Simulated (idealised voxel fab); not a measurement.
Name of the process module below: voxel local oxidation
Square cells of 5 nm make up the cross-section cut, whose width is 295 nm.
In what follows, cross-sections appear as grids of square cells, described through bands that run from the top down, where every band is one or more rows of cells.
Quick guide to a band line: top height, bottom height (nm) up front; then every material left to right with its width in nm. Only one material and it's marked "all across"? Then it fills the band edge to edge. And "empty" just means empty space.
Beneath 0, the wafer as received is one material, and that level is where height counting begins. The lowest band goes on downward without a bottom; it is written like "0 and below".
Think of "30..40" as a width that walks from the first number to the second as you go down the band, top row to bottom row, taking equal-sized steps from row to row.
It should be understood that the words "nothing different", when stated for a given step, signify that the cross-section underwent no change in any of its cells during that step.
Empty spaces counting at least 8 cells and having no open way to the top are listed in "Enclosed void inventory". The notation width x height at distance is used for each, the distance being from the left edge and all three values in nm.
On each step's line, the part that comes after the settings is the simulator's own comment on the step.
The optional step-line setting "overlay nm" applies to steps with a mask and quantifies how far to the right of its planned location the mask lay, a negative value indicating leftward placement.

[Process steps (planned)]
step 1: op RECEIVE | material Si
step 2: op CONFORMAL_DEP | material SiO2 | thk nm 5
step 3: op CONFORMAL_DEP | material SiN | thk nm 15
step 4: op PATTERN | tone cover | mask id ACTIVE | material resist | width nm 125 | thk nm 15 | overlay nm 0
step 5: op DIRECTIONAL_ETCH | etch materials SiN | depth nm 15
step 6: op STRIP | etch materials resist
step 7: op SELECTIVE_ETCH | etch materials SiO2 | depth nm 5
step 8: op OXIDIZE | depth nm 15
step 9: op STRIP | etch materials SiN
It is noted that the wafers described herein are identical at the outset and are distinguished by the depth nm of step 7; the value stated in the plan corresponds to the first wafer.

[Received wafers, first of several: cross-section after step 1]
  0 and below: Si all across
  Enclosed void inventory: none

[Here is the cross-section of the first of several wafers at the end of the module, after its last step, step 9]
  5 down to 0: 90 empty; 115 SiO2; 90 empty
  0 down to -15: 105 SiO2; 85 Si; 105 SiO2
  -15 and below: Si all across
  Enclosed void inventory: none

[last wafer at the end]
  5 down to 0: 105 empty; 85 SiO2; 105 empty
  0 down to -15: 120 SiO2; 55 Si; 120 SiO2
  -15 and below: Si all across
  Enclosed void inventory: none

[The table below has one row for each wafer; a row shows, as of the end of the module, how many cells of each material the wafer has gained, marked (+), or lost, marked (-), since it was received, and then the wafer's closed voids]
depth nm 5; -126 Si; +149 SiO2; Enclosed void inventory: none
depth nm 10; -132 Si; +153 SiO2; Enclosed void inventory: none
depth nm 15; -138 Si; +157 SiO2; Enclosed void inventory: none
depth nm 20; -144 Si; +161 SiO2; Enclosed void inventory: none
